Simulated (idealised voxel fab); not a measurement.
Process module in this document: voxel capacitor over wiring
The cross-section on display is named cut; it measures 230 nm wide, and its cells are 5 nm squares.
Cross-section layout: square cells on a grid; listed as bands, top to bottom; a band spans one or more cell rows. Band: top height; bottom height; in nm. Then, left to right: material with width in nm, for each material. "all across": a single material spanning edge to edge. "blank": empty space. Basically, 0 is our baseline, since under it the wafer straight out of the box is all one material. The bottom band has no lower end and keeps on going down, so it looks like "0 nm and below". You'd read "30..40" like this: the band's top row of cells is as wide as the first number, its bottom row is as wide as the second, and going down, every row changes width by the same amount as the row before did. It should be understood that the words "nothing got changed", when stated for a given step, signify that the cross-section underwent no change in any of its cells during that step. Closed empty spaces (no open way to the top) of 8 cells or more are what "Closed void inventory" lists, each as width x height at distance from the left edge, nm for all three. On a step's line, text after the settings is the simulator commenting on that step. You can add "overlay nm" to a step's line. For a step with a mask, it describes how far the mask lay to the right of its planned position, and a negative number describes a lay to the left.

# Process steps - plan
| 1 | RECEIVE,material Si |
| 2 | CONFORMAL_DEP,material SiO2,thk nm 15 |
| 3 | DIRECTIONAL_DEP,material TiN,thk nm 5 |
| 4 | DIRECTIONAL_DEP,material Ru,thk nm 20 |
| 5 | PATTERN,tone cover,mask id METAL_1,material resist,width nm 30,pitch nm 80,thk nm 20,overlay nm 0 |
| 6 | DIRECTIONAL_ETCH,etch materials Ru,depth nm 20 |
| 7 | DIRECTIONAL_ETCH,etch materials TiN,depth nm 5 |
| 8 | STRIP,etch materials resist |
| 9 | CONFORMAL_DEP,material SiN,thk nm 5 |
| 10 | FILL_DEP,material lowk,thk nm 10 |
| 11 | CMP,height nm 40 |
| 12 | CONFORMAL_DEP,material SiCN,thk nm 5 |
| 13 | DIRECTIONAL_DEP,material lowk,thk nm 15 |
| 14 | MASKED_ETCH,tone open,mask id PLUG_1,width nm 15,etch materials lowk,depth nm 15,overlay nm 0 |
| 15 | MASKED_ETCH,tone open,mask id PLUG_1,width nm 15,etch materials SiCN,depth nm 5,overlay nm 0 |
| 16 | CONFORMAL_DEP,material TiN,thk nm 5 |
| 17 | FILL_DEP,material W,thk nm 5 |
| 18 | CMP,height nm 60 |
| 19 | DIRECTIONAL_DEP,material TiN,thk nm 5 |
| 20 | DIRECTIONAL_DEP,material HfO2,thk nm 5 |
| 21 | DIRECTIONAL_DEP,material TiN,thk nm 5 |
| 22 | PATTERN,tone cover,mask id UPPER_PLATE,material resist,width nm 55,thk nm 20,overlay nm 0 |
| 23 | DIRECTIONAL_ETCH,etch materials TiN,depth nm 5 |
| 24 | DIRECTIONAL_ETCH,etch materials HfO2,depth nm 5 |
| 25 | STRIP,etch materials resist |
| 26 | DIRECTIONAL_DEP,material aC,thk nm 15 |
| 27 | PATTERN,tone cover,mask id LOWER_PLATE,material resist,width nm 65,thk nm 30,overlay nm 0 |
| 28 | DIRECTIONAL_ETCH,etch materials aC,depth nm 15 |
| 29 | STRIP,etch materials resist |
| 30 | DIRECTIONAL_ETCH,etch materials TiN,depth nm 5 |
| 31 | STRIP,etch materials aC |
| 32 | FILL_DEP,material SiO2,thk nm 15 |
| 33 | CMP,height nm 85 |
| 34 | DIRECTIONAL_DEP,material aC,thk nm 10 |
| 35 | PATTERN,tone open,mask id PLUG_2,material resist,width nm 15,thk nm 30,overlay nm 0 |
| 36 | DIRECTIONAL_ETCH,etch materials aC,depth nm 10 |
| 37 | STRIP,etch materials resist |
| 38 | DIRECTIONAL_ETCH,etch materials SiO2,depth nm 10 |
| 39 | STRIP,etch materials aC |
| 40 | CONFORMAL_DEP,material TiN,thk nm 5 |
| 41 | FILL_DEP,material W,thk nm 10 |
| 42 | CMP,height nm 85 |
| 43 | CONFORMAL_DEP,material SiCN,thk nm 5 |

# Cross-section, incoming material, after step 1
* 0 nm and below  Si all across
* Closed void inventory: none

# Cross-section, end of module. Start: as above. Plan: as above. Execution: one mistake
* 90 nm to 85 nm  SiCN all across
* 85 nm to 80 nm  SiO2: 80  TiN: 5  W: 15  TiN: 5  SiO2: 125
* 80 nm to 70 nm  SiO2: 80..75  TiN: 25..55  SiO2: 125..100
* 70 nm to 65 nm  SiO2: 75  HfO2: 55  SiO2: 100
* 65 nm to 60 nm  SiO2: 70  TiN: 65  SiO2: 95
* 60 nm to 45 nm  lowk: 75  TiN: 5  W: 5  TiN: 5  lowk: 140
* 45 nm to 40 nm  SiCN: 75  TiN: 15  SiCN: 140
* 40 nm to 20 nm  lowk: 55  SiN: 5  Ru: 30  SiN: 5  lowk: 40  SiN: 5  Ru: 30  SiN: 5  lowk: 55
* 20 nm to 15 nm  SiN: 60  TiN: 30  SiN: 50  TiN: 30  SiN: 60
* 15 nm to 0 nm  SiO2 all across
* 0 nm and below  Si all across
* Closed void inventory: none
Diagnosis: step 35 did not use the planned setting and instead ran as PATTERN,tone open,mask id PLUG_2,material resist,width nm 25,thk nm 30,overlay nm 0
